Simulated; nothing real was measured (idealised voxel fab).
The document below concerns the process module designated voxel wiring stack.
For reference, the cross-section in this document is cut, with width 225 nm and square cells of 5 nm.
For the purposes of this document, a cross-section shall be understood as a grid of square cells, specified as bands listed in top-to-bottom order, each band consisting of one or more rows of cells. Within each band entry, the heights of the top and of the bottom of the band appear first, in that order and in nm; the materials of the band then follow from left to right, each with its corresponding width in nm. The designation "edge to edge" on a single material indicates that it fills the band from edge to edge; the designation "blank" indicates empty space. Measure heights from 0. That's the level where, below it, the as-received wafer is all one material. The lowest band is bottomless and extends downward; write it as in "top 0, no bottom". Per-row width for "30..40": begins at first number (top row of band), ends at second number (bottom row), increment between rows held constant. Given "no change" for a step, no cell of the cross-section differs between before and after that step. "Closed-off voids" contains a list of empty spaces, each no smaller than 8 cells and without an open way to the top, written in the form width x height at distance with the distance from the left edge and all three in nm. Past the settings on a step's line: simulator remark, on that step. The setting "overlay nm" may be written on the line of a step. When the step uses a mask, the value reports how far to the right of the planned place the mask lay, and a negative value reports that it lay to the left.
-- So here's the lineup of process steps we planned
1. RECEIVE | material Si
2. CONFORMAL_DEP | material SiO2 | thk nm 15
3. CONFORMAL_DEP | material SiCN | thk nm 5
4. DIRECTIONAL_DEP | material lowk | thk nm 20
5. DIRECTIONAL_DEP | material aC | thk nm 10
6. PATTERN | tone open | mask id METAL_1 | material resist | width nm 20 | pitch nm 35 | thk nm 30 | overlay nm 0
7. DIRECTIONAL_ETCH | etch materials aC | depth nm 10
8. STRIP | etch materials resist
9. DIRECTIONAL_ETCH | etch materials lowk | depth nm 20
10. DIRECTIONAL_ETCH | etch materials SiCN | depth nm 5
11. STRIP | etch materials aC
12. CONFORMAL_DEP | material TiN | thk nm 5
13. FILL_DEP | material Cu | thk nm 10
14. CMP | height nm 40
15. CONFORMAL_DEP | material SiCN | thk nm 5
16. DIRECTIONAL_DEP | material lowk | thk nm 30
17. PATTERN | tone open | mask id METAL_2 | material resist | width nm 20 | pitch nm 35 | thk nm 20 | overlay nm 0
18. DIRECTIONAL_ETCH | etch materials lowk | depth nm 15
19. STRIP | etch materials resist
20. PATTERN | tone open | mask id METAL_2_HOLES | material resist | width nm 15 | pitch nm 35 | thk nm 15 | overlay nm 0
21. DIRECTIONAL_ETCH | etch materials lowk | depth nm 15
22. DIRECTIONAL_ETCH | etch materials SiCN | depth nm 5
23. STRIP | etch materials resist
24. CONFORMAL_DEP | material TiN | thk nm 5
25. FILL_DEP | material Ru | thk nm 10
26. CMP | height nm 75
27. CONFORMAL_DEP | material SiCN | thk nm 5
28. DIRECTIONAL_DEP | material lowk | thk nm 25
29. MASKED_ETCH | tone open | mask id METAL_3 | width nm 20 | pitch nm 35 | etch materials lowk | depth nm 15 | overlay nm 0
30. PATTERN | tone open | mask id METAL_3_HOLES | material resist | width nm 15 | pitch nm 70 | thk nm 15 | overlay nm 0
31. DIRECTIONAL_ETCH | etch materials lowk | depth nm 10
32. DIRECTIONAL_ETCH | etch materials SiCN | depth nm 5
33. STRIP | etch materials resist
34. CONFORMAL_DEP | material TiN | thk nm 5
35. FILL_DEP | material Ru | thk nm 10
36. CMP | height nm 105
37. CONFORMAL_DEP | material SiCN | thk nm 5
-- The first of a set of two wafers, run to plan
-- Cross-section, incoming material, after step 1
* top 0, no bottom: Si edge to edge
* Closed-off voids: none
-- Step 2 complete: cross-section through the wafer
* top 15, bottom 0: SiO2 edge to edge
* Note: structure below 0 unchanged.
-- Step 3 complete: cross-section through the wafer
* top 20, bottom 15: SiCN edge to edge
* Note: structure below 15 unchanged.
-- Step 4 complete: cross-section through the wafer
* top 40, bottom 20: lowk edge to edge
* Note: structure below 20 unchanged.
-- Step 5 complete: cross-section through the wafer
* top 50, bottom 40: aC edge to edge
* Note: structure below 40 unchanged.
-- Step 6 complete: cross-section through the wafer
* top 80, bottom 50: resist (65) | blank (20) | resist (15) | blank (20) | resist (15) | blank (20) | resist (70)
* Note: structure below 50 unchanged.
-- Step 7 complete: cross-section through the wafer
* top 70, bottom 50: resist (65) | blank (20) | resist (15) | blank (20) | resist (15) | blank (20) | resist (70)
* top 50, bottom 40: aC (65) | blank (20) | aC (15) | blank (20) | aC (15) | blank (20) | aC (70)
* Note: structure below 40 unchanged.
-- Step 8 complete: cross-section through the wafer
* top 50, bottom 40: aC (65) | blank (20) | aC (15) | blank (20) | aC (15) | blank (20) | aC (70)
* Note: structure below 40 unchanged.
-- Step 9 complete: cross-section through the wafer
* top 50, bottom 40: aC (65) | blank (20) | aC (15) | blank (20) | aC (15) | blank (20) | aC (70)
* top 40, bottom 20: lowk (65) | blank (20) | lowk (15) | blank (20) | lowk (15) | blank (20) | lowk (70)
* Note: structure below 20 unchanged.
-- Step 10 complete: cross-section through the wafer
* top 50, bottom 40: aC (65) | blank (20) | aC (15) | blank (20) | aC (15) | blank (20) | aC (70)
* top 40, bottom 20: lowk (65) | blank (20) | lowk (15) | blank (20) | lowk (15) | blank (20) | lowk (70)
* top 20, bottom 15: SiCN (65) | blank (20) | SiCN (15) | blank (20) | SiCN (15) | blank (20) | SiCN (70)
* Note: structure below 15 unchanged.
-- Step 11 complete: cross-section through the wafer
* top 40, bottom 20: lowk (65) | blank (20) | lowk (15) | blank (20) | lowk (15) | blank (20) | lowk (70)
* Note: structure below 20 unchanged.
-- Step 12 complete: cross-section through the wafer
* top 45, bottom 40: TiN (70) | blank (10) | TiN (25) | blank (10) | TiN (25) | blank (10) | TiN (75)
* top 40, bottom 20: lowk (65) | TiN (5) | blank (10) | TiN (5) | lowk (15) | TiN (5) | blank (10) | TiN (5) | lowk (15) | TiN (5) | blank (10) | TiN (5) | lowk (70)
* top 20, bottom 15: SiCN (65) | TiN (20) | SiCN (15) | TiN (20) | SiCN (15) | TiN (20) | SiCN (70)
* Note: structure below 15 unchanged.
-- Step 13 complete: cross-section through the wafer
* top 55, bottom 45: Cu edge to edge
* top 45, bottom 40: TiN (70) | Cu (10) | TiN (25) | Cu (10) | TiN (25) | Cu (10) | TiN (75)
* top 40, bottom 20: lowk (65) | TiN (5) | Cu (10) | TiN (5) | lowk (15) | TiN (5) | Cu (10) | TiN (5) | lowk (15) | TiN (5) | Cu (10) | TiN (5) | lowk (70)
* Note: structure below 20 unchanged.
-- Step 14 complete: cross-section through the wafer
* top 40, bottom 20: lowk (65) | TiN (5) | Cu (10) | TiN (5) | lowk (15) | TiN (5) | Cu (10) | TiN (5) | lowk (15) | TiN (5) | Cu (10) | TiN (5) | lowk (70)
* Note: structure below 20 unchanged.
-- Step 15 complete: cross-section through the wafer
* top 45, bottom 40: SiCN edge to edge
* Note: structure below 40 unchanged.
-- Step 16 complete: cross-section through the wafer
* top 75, bottom 45: lowk edge to edge
* Note: structure below 45 unchanged.
-- Step 17 complete: cross-section through the wafer
* top 95, bottom 75: resist (65) | blank (20) | resist (15) | blank (20) | resist (15) | blank (20) | resist (70)
* Note: structure below 75 unchanged.
-- Step 18 complete: cross-section through the wafer
* top 95, bottom 75: resist (65) | blank (20) | resist (15) | blank (20) | resist (15) | blank (20) | resist (70)
* top 75, bottom 60: lowk (65) | blank (20) | lowk (15) | blank (20) | lowk (15) | blank (20) | lowk (70)
* Note: structure below 60 unchanged.
-- Step 19 complete: cross-section through the wafer
* top 75, bottom 60: lowk (65) | blank (20) | lowk (15) | blank (20) | lowk (15) | blank (20) | lowk (70)
* Note: structure below 60 unchanged.
-- Step 20 complete: cross-section through the wafer
* top 90, bottom 75: resist (65) | blank (15) | resist (20) | blank (15) | resist (20) | blank (15) | resist (75)
* top 75, bottom 60: lowk (65) | blank (15) | resist (5) | lowk (15) | blank (15) | resist (5) | lowk (15) | blank (15) | resist (5) | lowk (70)
* Note: structure below 60 unchanged.
-- Step 21 complete: cross-section through the wafer
* top 90, bottom 75: resist (65) | blank (15) | resist (20) | blank (15) | resist (20) | blank (15) | resist (75)
* top 75, bottom 60: lowk (65) | blank (15) | resist (5) | lowk (15) | blank (15) | resist (5) | lowk (15) | blank (15) | resist (5) | lowk (70)
* top 60, bottom 45: lowk (65) | blank (15) | lowk (20) | blank (15) | lowk (20) | blank (15) | lowk (75)
* Note: structure below 45 unchanged.
-- Step 22 complete: cross-section through the wafer
* top 90, bottom 75: resist (65) | blank (15) | resist (20) | blank (15) | resist (20) | blank (15) | resist (75)
* top 75, bottom 60: lowk (65) | blank (15) | resist (5) | lowk (15) | blank (15) | resist (5) | lowk (15) | blank (15) | resist (5) | lowk (70)
* top 60, bottom 45: lowk (65) | blank (15) | lowk (20) | blank (15) | lowk (20) | blank (15) | lowk (75)
* top 45, bottom 40: SiCN (65) | blank (15) | SiCN (20) | blank (15) | SiCN (20) | blank (15) | SiCN (75)
* Note: structure below 40 unchanged.
-- Step 23 complete: cross-section through the wafer
* top 75, bottom 60: lowk (65) | blank (20) | lowk (15) | blank (20) | lowk (15) | blank (20) | lowk (70)
* Note: structure below 60 unchanged.
-- Step 24 complete: cross-section through the wafer
* top 80, bottom 75: TiN (70) | blank (10) | TiN (25) | blank (10) | TiN (25) | blank (10) | TiN (75)
* top 75, bottom 65: lowk (65) | TiN (5) | blank (10) | TiN (5) | lowk (15) | TiN (5) | blank (10) | TiN (5) | lowk (15) | TiN (5) | blank (10) | TiN (5) | lowk (70)
* top 65, bottom 60: lowk (65) | TiN (5) | blank (5) | TiN (10) | lowk (15) | TiN (5) | blank (5) | TiN (10) | lowk (15) | TiN (5) | blank (5) | TiN (10) | lowk (70)
* top 60, bottom 45: lowk (65) | TiN (5) | blank (5) | TiN (5) | lowk (20) | TiN (5) | blank (5) | TiN (5) | lowk (20) | TiN (5) | blank (5) | TiN (5) | lowk (75)
* top 45, bottom 40: SiCN (65) | TiN (15) | SiCN (20) | TiN (15) | SiCN (20) | TiN (15) | SiCN (75)
* Note: structure below 40 unchanged.
-- Step 25 complete: cross-section through the wafer
* top 90, bottom 80: Ru edge to edge
* top 80, bottom 75: TiN (70) | Ru (10) | TiN (25) | Ru (10) | TiN (25) | Ru (10) | TiN (75)
* top 75, bottom 65: lowk (65) | TiN (5) | Ru (10) | TiN (5) | lowk (15) | TiN (5) | Ru (10) | TiN (5) | lowk (15) | TiN (5) | Ru (10) | TiN (5) | lowk (70)
* top 65, bottom 60: lowk (65) | TiN (5) | Ru (5) | TiN (10) | lowk (15) | TiN (5) | Ru (5) | TiN (10) | lowk (15) | TiN (5) | Ru (5) | TiN (10) | lowk (70)
* top 60, bottom 45: lowk (65) | TiN (5) | Ru (5) | TiN (5) | lowk (20) | TiN (5) | Ru (5) | TiN (5) | lowk (20) | TiN (5) | Ru (5) | TiN (5) | lowk (75)
* Note: structure below 45 unchanged.
-- Step 26 complete: cross-section through the wafer
* top 75, bottom 65: lowk (65) | TiN (5) | Ru (10) | TiN (5) | lowk (15) | TiN (5) | Ru (10) | TiN (5) | lowk (15) | TiN (5) | Ru (10) | TiN (5) | lowk (70)
* Note: structure below 65 unchanged.
-- Step 27 complete: cross-section through the wafer
* top 80, bottom 75: SiCN edge to edge
* Note: structure below 75 unchanged.
-- Step 28 complete: cross-section through the wafer
* top 105, bottom 80: lowk edge to edge
* Note: structure below 80 unchanged.
-- Step 29 complete: cross-section through the wafer
* top 105, bottom 90: lowk (65) | blank (20) | lowk (15) | blank (20) | lowk (15) | blank (20) | lowk (70)
* Note: structure below 90 unchanged.
-- Step 30 complete: cross-section through the wafer
* top 120, bottom 105: resist (65) | blank (15) | resist (55) | blank (15) | resist (75)
* top 105, bottom 90: lowk (65) | blank (15) | resist (5) | lowk (15) | resist (20) | lowk (15) | blank (15) | resist (5) | lowk (70)
* Note: structure below 90 unchanged.
-- Step 31 complete: cross-section through the wafer
* top 120, bottom 105: resist (65) | blank (15) | resist (55) | blank (15) | resist (75)
* top 105, bottom 90: lowk (65) | blank (15) | resist (5) | lowk (15) | resist (20) | lowk (15) | blank (15) | resist (5) | lowk (70)
* top 90, bottom 80: lowk (65) | blank (15) | lowk (55) | blank (15) | lowk (75)
* Note: structure below 80 unchanged.
-- Step 32 complete: cross-section through the wafer
* top 120, bottom 105: resist (65) | blank (15) | resist (55) | blank (15) | resist (75)
* top 105, bottom 90: lowk (65) | blank (15) | resist (5) | lowk (15) | resist (20) | lowk (15) | blank (15) | resist (5) | lowk (70)
* top 90, bottom 80: lowk (65) | blank (15) | lowk (55) | blank (15) | lowk (75)
* top 80, bottom 75: SiCN (65) | blank (15) | SiCN (55) | blank (15) | SiCN (75)
* Note: structure below 75 unchanged.
-- Step 33 complete: cross-section through the wafer
* top 105, bottom 90: lowk (65) | blank (20) | lowk (15) | blank (20) | lowk (15) | blank (20) | lowk (70)
* Note: structure below 90 unchanged.
-- Step 34 complete: cross-section through the wafer
* top 110, bottom 105: TiN (70) | blank (10) | TiN (25) | blank (10) | TiN (25) | blank (10) | TiN (75)
* top 105, bottom 95: lowk (65) | TiN (5) | blank (10) | TiN (5) | lowk (15) | TiN (5) | blank (10) | TiN (5) | lowk (15) | TiN (5) | blank (10) | TiN (5) | lowk (70)
* top 95, bottom 90: lowk (65) | TiN (5) | blank (5) | TiN (10) | lowk (15) | TiN (20) | lowk (15) | TiN (5) | blank (5) | TiN (10) | lowk (70)
* top 90, bottom 80: lowk (65) | TiN (5) | blank (5) | TiN (5) | lowk (55) | TiN (5) | blank (5) | TiN (5) | lowk (75)
* top 80, bottom 75: SiCN (65) | TiN (15) | SiCN (55) | TiN (15) | SiCN (75)
* Note: structure below 75 unchanged.
-- Step 35 complete: cross-section through the wafer
* top 120, bottom 110: Ru edge to edge
* top 110, bottom 105: TiN (70) | Ru (10) | TiN (25) | Ru (10) | TiN (25) | Ru (10) | TiN (75)
* top 105, bottom 95: lowk (65) | TiN (5) | Ru (10) | TiN (5) | lowk (15) | TiN (5) | Ru (10) | TiN (5) | lowk (15) | TiN (5) | Ru (10) | TiN (5) | lowk (70)
* top 95, bottom 90: lowk (65) | TiN (5) | Ru (5) | TiN (10) | lowk (15) | TiN (20) | lowk (15) | TiN (5) | Ru (5) | TiN (10) | lowk (70)
* top 90, bottom 80: lowk (65) | TiN (5) | Ru (5) | TiN (5) | lowk (55) | TiN (5) | Ru (5) | TiN (5) | lowk (75)
* Note: structure below 80 unchanged.
-- Step 36 complete: cross-section through the wafer
* top 105, bottom 95: lowk (65) | TiN (5) | Ru (10) | TiN (5) | lowk (15) | TiN (5) | Ru (10) | TiN (5) | lowk (15) | TiN (5) | Ru (10) | TiN (5) | lowk (70)
* Note: structure below 95 unchanged.
-- Step 37 complete: cross-section through the wafer
* top 110, bottom 105: SiCN edge to edge
* Note: structure below 105 unchanged.
-- Second wafer. Start and plan as for the first. One mistake made in running. Agrees with the first up to and including step 27
-- Second wafer shown in cross-section at the time step 28 was slated to end
* top 100, bottom 80: lowk edge to edge
* Note: structure below 80 unchanged.
-- Second wafer shown in cross-section at the time step 29 was slated to end
* top 100, bottom 85: lowk (65) | blank (20) | lowk (15) | blank (20) | lowk (15) | blank (20) | lowk (70)
* Note: structure below 85 unchanged.
-- Second wafer shown in cross-section at the time step 30 was slated to end
* top 115, bottom 100: resist (65) | blank (15) | resist (55) | blank (15) | resist (75)
* top 100, bottom 85: lowk (65) | blank (15) | resist (5) | lowk (15) | resist (20) | lowk (15) | blank (15) | resist (5) | lowk (70)
* Note: structure below 85 unchanged.
-- Second wafer shown in cross-section at the time step 31 was slated to end
* top 115, bottom 100: resist (65) | blank (15) | resist (55) | blank (15) | resist (75)
* top 100, bottom 85: lowk (65) | blank (15) | resist (5) | lowk (15) | resist (20) | lowk (15) | blank (15) | resist (5) | lowk (70)
* top 85, bottom 80: lowk (65) | blank (15) | lowk (55) | blank (15) | lowk (75)
* Note: structure below 80 unchanged.
-- Second wafer shown in cross-section at the time step 32 was slated to end
* top 115, bottom 100: resist (65) | blank (15) | resist (55) | blank (15) | resist (75)
* top 100, bottom 85: lowk (65) | blank (15) | resist (5) | lowk (15) | resist (20) | lowk (15) | blank (15) | resist (5) | lowk (70)
* top 85, bottom 80: lowk (65) | blank (15) | lowk (55) | blank (15) | lowk (75)
* top 80, bottom 75: SiCN (65) | blank (15) | SiCN (55) | blank (15) | SiCN (75)
* Note: structure below 75 unchanged.
-- Second wafer shown in cross-section at the time step 33 was slated to end
* top 100, bottom 85: lowk (65) | blank (20) | lowk (15) | blank (20) | lowk (15) | blank (20) | lowk (70)
* Note: structure below 85 unchanged.
-- Second wafer shown in cross-section at the time step 34 was slated to end
* top 105, bottom 100: TiN (70) | blank (10) | TiN (25) | blank (10) | TiN (25) | blank (10) | TiN (75)
* top 100, bottom 90: lowk (65) | TiN (5) | blank (10) | TiN (5) | lowk (15) | TiN (5) | blank (10) | TiN (5) | lowk (15) | TiN (5) | blank (10) | TiN (5) | lowk (70)
* top 90, bottom 85: lowk (65) | TiN (5) | blank (5) | TiN (10) | lowk (15) | TiN (20) | lowk (15) | TiN (5) | blank (5) | TiN (10) | lowk (70)
* top 85, bottom 80: lowk (65) | TiN (5) | blank (5) | TiN (5) | lowk (55) | TiN (5) | blank (5) | TiN (5) | lowk (75)
* top 80, bottom 75: SiCN (65) | TiN (15) | SiCN (55) | TiN (15) | SiCN (75)
* Note: structure below 75 unchanged.
-- Second wafer shown in cross-section at the time step 35 was slated to end
* top 115, bottom 105: Ru edge to edge
* top 105, bottom 100: TiN (70) | Ru (10) | TiN (25) | Ru (10) | TiN (25) | Ru (10) | TiN (75)
* top 100, bottom 90: lowk (65) | TiN (5) | Ru (10) | TiN (5) | lowk (15) | TiN (5) | Ru (10) | TiN (5) | lowk (15) | TiN (5) | Ru (10) | TiN (5) | lowk (70)
* top 90, bottom 85: lowk (65) | TiN (5) | Ru (5) | TiN (10) | lowk (15) | TiN (20) | lowk (15) | TiN (5) | Ru (5) | TiN (10) | lowk (70)
* top 85, bottom 80: lowk (65) | TiN (5) | Ru (5) | TiN (5) | lowk (55) | TiN (5) | Ru (5) | TiN (5) | lowk (75)
* Note: structure below 80 unchanged.
-- Second wafer shown in cross-section at the time step 36 was slated to end
* top 105, bottom 100: TiN (70) | Ru (10) | TiN (25) | Ru (10) | TiN (25) | Ru (10) | TiN (75)
* Note: structure below 100 unchanged.
-- Second wafer shown in cross-section at the time step 37 was slated to end
* top 110, bottom 105: SiCN edge to edge
* Note: structure below 105 unchanged.
what went wrong: it should be noted that step 28 was executed with settings other than those planned, the operation and settings actually applied being DIRECTIONAL_DEP | material lowk | thk nm 20
FYI, end of process, the second wafer has more or fewer cells of some materials than the first: 4 more of Ru; 35 more of TiN; 39 fewer of lowk
